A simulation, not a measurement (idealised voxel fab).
Proc. module: voxel transistor to metal
The cross-section on display is named cut; it measures 185 nm wide, and its cells are 5 nm squares.
Cross-section layout: square cells on a grid; listed as bands, top to bottom; a band spans one or more cell rows. Band entry format. Leading values: height of top, height of bottom, nm. Remainder: materials in left-to-right order, each with its width in nm. Special words: "full width" on a single material, which then fills the band edge to edge; "empty", empty space. Where do heights start? At 0: under that level the wafer as delivered is made of one material only. And the lowest band has no floor; it just carries on downward, as in "top 0, no bottom". You'd read "30 to 40" like this: the band's top row of cells is as wide as the first number, its bottom row is as wide as the second, and going down, every row changes width by the same amount as the row before did. Basically "nothing altered" means that step didn't change any cell in the cross-section. "Completely sealed voids": empty spaces of 8 cells or more with no open way to the top, each given as width x height at distance, distance from the left edge, all in nm. Post-settings text on a step line: simulator's own remark regarding the step. If you see "overlay nm" on a step's line and that step has a mask, it's telling you how far right of where it was planned the mask ended up; a negative number means it went left instead.

# Below is the list of planned process steps
1. RECEIVE,material Si
2. CONFORMAL_DEP,material SiO2,thk nm 5
3. CONFORMAL_DEP,material SiN,thk nm 10
4. DIRECTIONAL_DEP,material aC,thk nm 10
5. PATTERN,tone cover,mask id ACTIVE,material resist,width nm 125,thk nm 30,overlay nm 0
6. DIRECTIONAL_ETCH,etch materials aC,depth nm 10
7. STRIP,etch materials resist
8. DIRECTIONAL_ETCH,etch materials SiN,depth nm 10
9. DIRECTIONAL_ETCH,etch materials SiO2,depth nm 5
10. DIRECTIONAL_ETCH,etch materials Si,depth nm 20
11. STRIP,etch materials aC
12. FILL_DEP,material SiO2,thk nm 10
13. CMP,height nm 15
14. SELECTIVE_ETCH,etch materials SiO2,depth nm 5
15. STRIP,etch materials SiN
16. SELECTIVE_ETCH,etch materials SiO2,depth nm 5
17. OXIDIZE,depth nm 5
18. DIRECTIONAL_DEP,material polySi,thk nm 30
19. DIRECTIONAL_DEP,material SiCN,thk nm 10
20. MASKED_ETCH,tone cover,mask id GATE,width nm 35,etch materials SiCN,depth nm 20,overlay nm 0
21. MASKED_ETCH,tone cover,mask id GATE,width nm 35,etch materials polySi,depth nm 40,overlay nm 0
22. CONFORMAL_DEP,material SiN,thk nm 10
23. DIRECTIONAL_ETCH,etch materials SiN,depth nm 10
24. DIRECTIONAL_ETCH,etch materials SiO2,depth nm 5
25. DIRECTIONAL_ETCH,etch materials Si,depth nm 5
26. EPI,material SiGe,thk nm 5
27. FILL_DEP,material SiO2,thk nm 5
28. CMP,height nm 30
29. STRIP,etch materials polySi
30. SELECTIVE_ETCH,etch materials SiO2,depth nm 5
31. CONFORMAL_DEP,material HfO2,thk nm 5
32. CONFORMAL_DEP,material TiN,thk nm 5
33. FILL_DEP,material W,thk nm 5
34. CMP,height nm 25
35. DIRECTIONAL_DEP,material SiO2,thk nm 15
36. MASKED_ETCH,tone open,mask id CONTACT,width nm 20,pitch nm 95,etch materials SiO2,depth nm 45,overlay nm 0
37. CONFORMAL_DEP,material TiN,thk nm 5
38. FILL_DEP,material Ru,thk nm 5
39. CMP,height nm 40
40. CONFORMAL_DEP,material SiN,thk nm 5
41. DIRECTIONAL_DEP,material SiO2,thk nm 15
42. PATTERN,tone open,mask id METAL_1,material resist,width nm 20,pitch nm 95,thk nm 15,overlay nm 0
43. DIRECTIONAL_ETCH,etch materials SiO2,depth nm 15
44. DIRECTIONAL_ETCH,etch materials SiN,depth nm 5
45. STRIP,etch materials resist
46. CONFORMAL_DEP,material TiN,thk nm 5
47. FILL_DEP,material Cu,thk nm 10
48. CMP,height nm 60
49. CONFORMAL_DEP,material SiN,thk nm 5

# Cross-section of the incoming wafer, state after step 1
  top 0, no bottom  Si full width
  Completely sealed voids: none

# Cross-section, end of module. Start: as above. Plan: as above. Execution: one mistake
  top 65, bottom 60  SiN full width
  top 60, bottom 45  SiO2 (35), then TiN (5), then Cu (10), then TiN (5), then SiO2 (75), then TiN (5), then Cu (10), then TiN (5), then SiO2 (35)
  top 45, bottom 40  SiN (35), then TiN (20), then SiN (75), then TiN (20), then SiN (35)
  top 40, bottom 25  SiO2 (35), then TiN (5), then Ru (10), then TiN (5), then SiO2 (75), then TiN (5), then Ru (10), then TiN (5), then SiO2 (35)
  top 25, bottom 10  SiO2 (35), then TiN (5), then Ru (10), then TiN (5), then SiO2 (10), then SiN (10), then HfO2 (5), then TiN (5), then W (15), then TiN (5), then HfO2 (5), then SiN (10), then SiO2 (10), then TiN (5), then Ru (10), then TiN (5), then SiO2 (35)
  top 10, bottom 5  SiN (35), then TiN (20), then SiO2 (10), then SiN (10), then HfO2 (5), then TiN (5), then W (15), then TiN (5), then HfO2 (5), then SiN (10), then SiO2 (10), then TiN (20), then SiN (35)
  top 5, bottom 0  SiO2 (25), then SiN (50), then HfO2 (5), then TiN (25), then HfO2 (5), then SiN (50), then SiO2 (25)
  top 0, bottom -5  SiO2 (70), then HfO2 (45), then SiO2 (70)
  top -5, bottom -20  SiO2 (30), then Si (125), then SiO2 (30)
  top -20, no bottom  Si full width
  Completely sealed voids: none
Deviation from plan: step 23 went in with a setting other than planned; the actual run was DIRECTIONAL_ETCH,etch materials SiN,depth nm 5
